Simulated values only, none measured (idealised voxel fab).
Presented below is a process module, voxel double patterning.
It is cross-section cut that appears here, measuring 180 nm in width, its square cells being 5 nm in size.
How to read a cross-section here: the picture is a grid of square cells, written as bands going from the top down, and any band can span one or more rows of cells.
Basically the band line says how high the top is and how high the bottom is, in nm, and then what's in it from left to right, every material with its width in nm. Empty space shows up as "empty", and if a single material carries "all across" it runs the full band edge to edge.
Heights are expressed relative to 0, this being the level below which the as-received wafer comprises one material exclusively. The lowest band is unbounded in the downward direction and is denoted as in "top 0, no bottom".
Read "30->40" as a graded width: first number on top, second number at the bottom, same change between each pair of neighbouring rows.
What does "no alterations made" mean for a step? It means no cell of the cross-section changed in that step.
Each empty space that has no open way to the top and spans at least 8 cells appears under "Closed void inventory" as width x height at distance, the distance counted from the left edge, all in nm.
If you see something after the settings on a step's line, that's the simulator's own remark about that step.
overlay nm: right-of-plan distance of the mask on a masked step; negative values mean left-of-plan.
LISTED BELOW ARE THE PROCESS STEPS AS PLANNED
| 1 | RECEIVE with material Si |
| 2 | CONFORMAL_DEP with material SiO2, thk nm 10 |
| 3 | DIRECTIONAL_DEP with material polySi, thk nm 10 |
| 4 | DIRECTIONAL_DEP with material SiCN, thk nm 5 |
| 5 | MASKED_ETCH with tone open, mask id FIRST, width nm 15, pitch nm 50, etch materials SiCN, depth nm 5, overlay nm 0 |
| 6 | MASKED_ETCH with tone open, mask id SECOND, width nm 15, etch materials SiCN, depth nm 5, overlay nm 0 |
| 7 | DIRECTIONAL_ETCH with etch materials polySi, depth nm 10 |
| 8 | STRIP with etch materials SiCN |
CROSS-SECTION OF THE INCOMING WAFER, STATE AFTER STEP 1
  top 0, no bottom = Si all across
  Closed void inventory: none
THE PLAN ABOVE WAS CARRIED OUT ON THE STARTING STRUCTURE ABOVE WITH ONE MISTAKE, AND THIS CROSS-SECTION SHOWS THE WAFER AT THE END OF THE MODULE
  top 20, bottom 10 = polySi: 55, then empty: 15, then polySi: 5, then empty: 25, then polySi: 5, then empty: 15, then polySi: 60
  top 10, bottom 0 = SiO2 all across
  top 0, no bottom = Si all across
  Closed void inventory: none
What went wrong in running the wafer? step 6 deviated from plan and actually ran as MASKED_ETCH with tone open, mask id SECOND, width nm 25, etch materials SiCN, depth nm 5, overlay nm 0
